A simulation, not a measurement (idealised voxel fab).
process module | voxel released beams
cross-section cut | 165 nm wide | cells 5 nm
A cross-section is a grid of square cells, given in bands from the top down. A band is one or more rows of cells.
Each band's line starts with the height of the band's top and of its bottom, in nm. Then come its materials from left to right, each with its width in nm. One material with "throughout" fills the band from edge to edge. "air" is empty space.
Height 0 is the level under which the wafer as received is all one material. The lowest band goes on downwards, as in "0 down".
A width such as "30 to 40" changes by the same amount from each row of cells to the next, from the band's top row to its bottom row.
"no change" after a step means that no cell of the cross-section changed.
closed voids: empty space of 8 cells or more with no open way to the top, each as width x height at its distance from the left edge, in nm
after a step's settings: what the simulator itself notes on the step
overlay nm, on a step with a mask: how far to the right of its planned place the mask lay; to the left if negative
plan
1 op RECEIVE | material Si
2 op CONFORMAL_DEP | material SiN | thk nm 10
3 op DIRECTIONAL_DEP | material SiO2 | thk nm 20
4 op DIRECTIONAL_DEP | material aC | thk nm 15
5 op PATTERN | tone open | mask id ANCHOR | material resist | width nm 35 | thk nm 30 | overlay nm 0
6 op DIRECTIONAL_ETCH | etch materials aC | depth nm 15
7 op STRIP | etch materials resist
8 op DIRECTIONAL_ETCH | etch materials SiO2 | depth nm 20
9 op STRIP | etch materials aC
10 op CONFORMAL_DEP | material polySi | thk nm 15
11 op DIRECTIONAL_DEP | material aC | thk nm 15
12 op PATTERN | tone cover | mask id BEAM | material resist | width nm 95 | thk nm 35 | overlay nm 0
13 op DIRECTIONAL_ETCH | etch materials aC | depth nm 15
14 op STRIP | etch materials resist
15 op DIRECTIONAL_ETCH | etch materials polySi | depth nm 15
16 op STRIP | etch materials aC
17 op STRIP | etch materials SiO2
first wafer, as planned
as received, after step 1
  0 down: Si throughout
  closed voids: none
after step 2
  10 to 0: SiN throughout
  below 0: unchanged
after step 3
  30 to 10: SiO2 throughout
  below 10: unchanged
after step 4
  45 to 30: aC throughout
  below 30: unchanged
after step 5
  75 to 45: resist 35 | air 35 | resist 95
  below 45: unchanged
after step 6
  60 to 45: resist 35 | air 35 | resist 95
  45 to 30: aC 35 | air 35 | aC 95
  below 30: unchanged
after step 7
  45 to 30: aC 35 | air 35 | aC 95
  below 30: unchanged
after step 8
  45 to 30: aC 35 | air 35 | aC 95
  30 to 10: SiO2 35 | air 35 | SiO2 95
  below 10: unchanged
after step 9
  30 to 10: SiO2 35 | air 35 | SiO2 95
  below 10: unchanged
after step 10
  45 to 30: polySi 50 | air 5 | polySi 110
  30 to 25: SiO2 35 | polySi 15 | air 5 | polySi 15 | SiO2 95
  25 to 10: SiO2 35 | polySi 35 | SiO2 95
  below 10: unchanged
after step 11
  60 to 45: aC 50 | air 5 | aC 110
  45 to 40: polySi 50 | air 5 | polySi 110
  40 to 30: polySi 50 | aC 5 | polySi 110
  30 to 25: SiO2 35 | polySi 15 | aC 5 | polySi 15 | SiO2 95
  below 25: unchanged
after step 12
  95 to 60: air 30 | resist 95 | air 40
  60 to 45: aC 50 | resist 5 | aC 110
  45 to 40: polySi 50 | resist 5 | polySi 110
  below 40: unchanged
after step 13
  80 to 60: air 30 | resist 95 | air 40
  60 to 45: air 30 | aC 20 | resist 5 | aC 70 | air 40
  below 45: unchanged
after step 14
  60 to 45: air 30 | aC 20 | air 5 | aC 70 | air 40
  45 to 40: polySi 50 | air 5 | polySi 110
  below 40: unchanged
after step 15
  60 to 45: air 30 | aC 20 | air 5 | aC 70 | air 40
  45 to 40: air 30 | polySi 20 | air 5 | polySi 70 | air 40
  40 to 30: air 30 | polySi 20 | aC 5 | polySi 70 | air 40
  below 30: unchanged
after step 16
  45 to 30: air 30 | polySi 20 | air 5 | polySi 70 | air 40
  30 to 25: SiO2 35 | polySi 15 | air 5 | polySi 15 | SiO2 95
  below 25: unchanged
after step 17
  45 to 30: air 30 | polySi 20 | air 5 | polySi 70 | air 40
  30 to 25: air 35 | polySi 15 | air 5 | polySi 15 | air 95
  25 to 10: air 35 | polySi 35 | air 95
  below 10: unchanged
second wafer: like start, like plan, one mistake. Through step 8 it matches the first wafer
when step 9 should have ended
  0 down: Si throughout
when step 10 should have ended
  15 to 0: polySi throughout
  below 0: unchanged
when step 11 should have ended
  30 to 15: aC throughout
  below 15: unchanged
when step 12 should have ended
  65 to 30: air 30 | resist 95 | air 40
  below 30: unchanged
when step 13 should have ended
  50 to 30: air 30 | resist 95 | air 40
  30 to 15: air 30 | aC 95 | air 40
  below 15: unchanged
when step 14 should have ended
  30 to 15: air 30 | aC 95 | air 40
  below 15: unchanged
when step 15 should have ended
  30 to 15: air 30 | aC 95 | air 40
  15 to 0: air 30 | polySi 95 | air 40
  below 0: unchanged
when step 16 should have ended
  15 to 0: air 30 | polySi 95 | air 40
  below 0: unchanged
when step 17 should have ended: no change
what went wrong: step 9 ran as: op STRIP | etch materials SiN
at the end the second wafer has, in cells: 66 fewer of SiN | 24 fewer of polySi
